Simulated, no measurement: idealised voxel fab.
Presented below is a process module, voxel gate over fins.
Section cut is 255 nm wide and gridded with 5 nm square cells.
Cross-section = grid of square cells, listed top down in bands; band = one or more rows. Heads up on the band format: heights come first, top then bottom, in nm. After that it's the materials left to right, each with its width in nm. A single material flagged "full width" fills the whole band edge to edge, and "air" means there's empty space there. It should be noted that heights are counted from 0, beneath which the wafer as supplied is of one material throughout, and that the lowest band possesses no lower boundary but continues downward, as written in "0 and below". A width such as "30 to 40" changes by the same amount from each row of cells to the next, from the band's top row to its bottom row. A step reported as "nothing altered" is a step in which no cell of the cross-section changed. What "Sealed internal voids" gives you is every empty space of 8 cells or more that is cut off from the top. Each appears as width x height at distance, with the distance taken from the left edge and width, height and distance all in nm. Past the settings on a step's line: simulator remark, on that step. Among the settings permitted on a step's line is "overlay nm"; applied to a step with a mask, it specifies the extent to which the mask lay to the right of its planned position, whereas a negative figure signifies a position to the left.
Process steps (planned):
1. RECEIVE, material Si
2. CONFORMAL_DEP, material SiN, thk nm 5
3. MASKED_ETCH, tone cover, mask id FINS, width nm 15, pitch nm 45, etch materials SiN, depth nm 5, overlay nm 0
4. MASKED_ETCH, tone cover, mask id FINS, width nm 15, pitch nm 45, etch materials Si, depth nm 30, overlay nm 0
5. OXIDIZE, depth nm 5
6. FILL_DEP, material SiO2, thk nm 5
7. CMP, height nm 5
8. SELECTIVE_ETCH, etch materials SiO2, depth nm 15
9. STRIP, etch materials SiN
10. CONFORMAL_DEP, material HfO2, thk nm 5
11. CONFORMAL_DEP, material TiN, thk nm 5
12. FILL_DEP, material W, thk nm 15
13. CMP, height nm 20
14. CONFORMAL_DEP, material SiN, thk nm 5
Step 1 complete: cross-section of the wafer as received:
	0 and below = Si full width
	Sealed internal voids: none
First wafer of two, sectioned at end of module; run went per plan:
	25 down to 20 = SiN full width
	20 down to 10 = W full width
	10 down to 5 = 45 W, then 25 TiN, then 20 W, then 25 TiN, then 20 W, then 25 TiN, then 20 W, then 25 TiN, then 50 W
	5 down to 0 = 45 W, then 5 TiN, then 15 HfO2, then 5 TiN, then 20 W, then 5 TiN, then 15 HfO2, then 5 TiN, then 20 W, then 5 TiN, then 15 HfO2, then 5 TiN, then 20 W, then 5 TiN, then 15 HfO2, then 5 TiN, then 50 W
	0 down to -5 = 50 TiN, then 5 HfO2, then 5 Si, then 5 HfO2, then 30 TiN, then 5 HfO2, then 5 Si, then 5 HfO2, then 30 TiN, then 5 HfO2, then 5 Si, then 5 HfO2, then 30 TiN, then 5 HfO2, then 5 Si, then 5 HfO2, then 55 TiN
	-5 down to -10 = 55 HfO2, then 5 Si, then 40 HfO2, then 5 Si, then 40 HfO2, then 5 Si, then 40 HfO2, then 5 Si, then 60 HfO2
	-10 down to -35 = 55 SiO2, then 5 Si, then 40 SiO2, then 5 Si, then 40 SiO2, then 5 Si, then 40 SiO2, then 5 Si, then 60 SiO2
	-35 and below = Si full width
	Sealed internal voids: none
End of module, second wafer, cross-section. Started like the first, planned like the first, run with one mistake:
	25 down to 20 = SiN full width
	20 down to 10 = W full width
	10 down to 5 = 45 W, then 25 TiN, then 20 W, then 25 TiN, then 20 W, then 25 TiN, then 20 W, then 25 TiN, then 50 W
	5 down to 0 = 45 W, then 5 TiN, then 15 HfO2, then 5 TiN, then 20 W, then 5 TiN, then 15 HfO2, then 5 TiN, then 20 W, then 5 TiN, then 15 HfO2, then 5 TiN, then 20 W, then 5 TiN, then 15 HfO2, then 5 TiN, then 50 W
	0 down to -10 = 45 W, then 5 TiN, then 5 HfO2, then 5 Si, then 5 HfO2, then 5 TiN, then 20 W, then 5 TiN, then 5 HfO2, then 5 Si, then 5 HfO2, then 5 TiN, then 20 W, then 5 TiN, then 5 HfO2, then 5 Si, then 5 HfO2, then 5 TiN, then 20 W, then 5 TiN, then 5 HfO2, then 5 Si, then 5 HfO2, then 5 TiN, then 50 W
	-10 down to -15 = 50 TiN, then 5 HfO2, then 5 Si, then 5 HfO2, then 30 TiN, then 5 HfO2, then 5 Si, then 5 HfO2, then 30 TiN, then 5 HfO2, then 5 Si, then 5 HfO2, then 30 TiN, then 5 HfO2, then 5 Si, then 5 HfO2, then 55 TiN
	-15 down to -20 = 55 HfO2, then 5 Si, then 40 HfO2, then 5 Si, then 40 HfO2, then 5 Si, then 40 HfO2, then 5 Si, then 60 HfO2
	-20 down to -35 = 55 SiO2, then 5 Si, then 40 SiO2, then 5 Si, then 40 SiO2, then 5 Si, then 40 SiO2, then 5 Si, then 60 SiO2
	-35 and below = Si full width
	Sealed internal voids: none
Misprocessing identified: step 8 off recipe, ran as SELECTIVE_ETCH, etch materials SiO2, depth nm 25
Upon completion, the second wafer contains, in terms of cells, a greater or smaller amount of certain materials than the first wafer: HfO2 +16, SiO2 -94, TiN +16, W +62
